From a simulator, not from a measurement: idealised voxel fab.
The process module that follows is named voxel gate over fins.
The cross-section on display is named cut; it measures 235 nm wide, and its cells are 5 nm squares.
The cross-sections in this document take the form of a grid made of square cells. They are written out as bands, in order from top to bottom. Each band consists of one or more rows of cells.
Heights first: top, then bottom, in nm. Then materials, left to right, each with a width in nm. "edge to edge" on a single material: fills the band edge to edge. "empty": empty space.
Ref level 0: as-received wafer is one material below here. Bottom band extends down with no lower bound ("0 nm and below").
Note: "30->40" means the width goes from the first number (top row of the band) to the second number (bottom row) in equal steps per row of cells.
For the purposes of this document, the phrase "nothing different" attached to a step denotes that no cell within the cross-section was modified by that step.
"Sealed void list": empty spaces of 8 cells or more with no open way to the top, each given as width x height at distance, distance from the left edge, all in nm.
It should be noted that, on the line of a given step, the content following the step's settings is a remark produced by the simulator itself with respect to that step.
"overlay nm" on a masked step: distance the mask lay right of its planned place, negative for left.
[Process steps (planned)]
1) RECEIVE,material Si
2) CONFORMAL_DEP,material SiN,thk nm 5
3) PATTERN,tone cover,mask id FINS,material resist,width nm 15,pitch nm 50,thk nm 20,overlay nm 0
4) DIRECTIONAL_ETCH,etch materials SiN,depth nm 5
5) DIRECTIONAL_ETCH,etch materials Si,depth nm 30
6) STRIP,etch materials resist
7) FILL_DEP,material SiO2,thk nm 5
8) CMP,height nm 5
9) PATTERN,tone open,mask id RAIL,material resist,width nm 15,thk nm 20,overlay nm 0
10) DIRECTIONAL_ETCH,etch materials SiO2,depth nm 30
11) STRIP,etch materials resist
12) CONFORMAL_DEP,material TiN,thk nm 5
13) FILL_DEP,material Ru,thk nm 5
14) CMP,height nm 5
15) SELECTIVE_ETCH,etch materials W Ru TiN,depth nm 20
16) FILL_DEP,material SiO2,thk nm 5
17) CMP,height nm 5
18) SELECTIVE_ETCH,etch materials SiO2,depth nm 15
19) STRIP,etch materials SiN
20) CONFORMAL_DEP,material HfO2,thk nm 5
21) CONFORMAL_DEP,material TiN,thk nm 5
22) CONFORMAL_DEP,material TiAl,thk nm 5
23) CONFORMAL_DEP,material TiN,thk nm 5
24) FILL_DEP,material W,thk nm 15
25) CMP,height nm 30
26) CONFORMAL_DEP,material SiN,thk nm 10
[Incoming wafer, cross-sectional view, post step 1]
* 0 nm and below: Si edge to edge
* Sealed void list: none
[The module was run from the start shown above using the plan shown above, but one mistake was made doing it; the resulting wafer cross-section is below]
* 40 nm to 30 nm: SiN edge to edge
* 30 nm to 20 nm: W edge to edge
* 20 nm to 15 nm: W (65), TiN (105), W (65)
* 15 nm to 10 nm: W (65), TiN (5), TiAl (45), TiN (5), TiAl (45), TiN (5), W (65)
* 10 nm to 5 nm: TiN (70), TiAl (5), TiN (35), TiAl (5), TiN (5), TiAl (5), TiN (35), TiAl (5), TiN (70)
* 5 nm to 0 nm: TiAl (75), TiN (5), HfO2 (25), TiN (5), TiAl (15), TiN (5), HfO2 (25), TiN (5), TiAl (75)
* 0 nm to -5 nm: TiN (80), HfO2 (5), Si (15), HfO2 (5), TiN (25), HfO2 (5), Si (15), HfO2 (5), TiN (80)
* -5 nm to -10 nm: HfO2 (85), Si (15), HfO2 (35), Si (15), HfO2 (85)
* -10 nm to -15 nm: SiO2 (85), Si (15), SiO2 (35), Si (15), SiO2 (85)
* -15 nm to -20 nm: Ru (80), TiN (5), Si (15), TiN (10), SiO2 (15), TiN (10), Si (15), TiN (5), Ru (80)
* -20 nm to -25 nm: TiN (85), Si (15), TiN (10), SiO2 (15), TiN (10), Si (15), TiN (85)
* -25 nm to -30 nm: SiO2 (85), Si (15), SiO2 (35), Si (15), SiO2 (85)
* -30 nm and below: Si edge to edge
* Sealed void list: none
What was done differently from what was planned? step 9 off recipe, ran as PATTERN,tone cover,mask id RAIL,material resist,width nm 15,thk nm 20,overlay nm 0
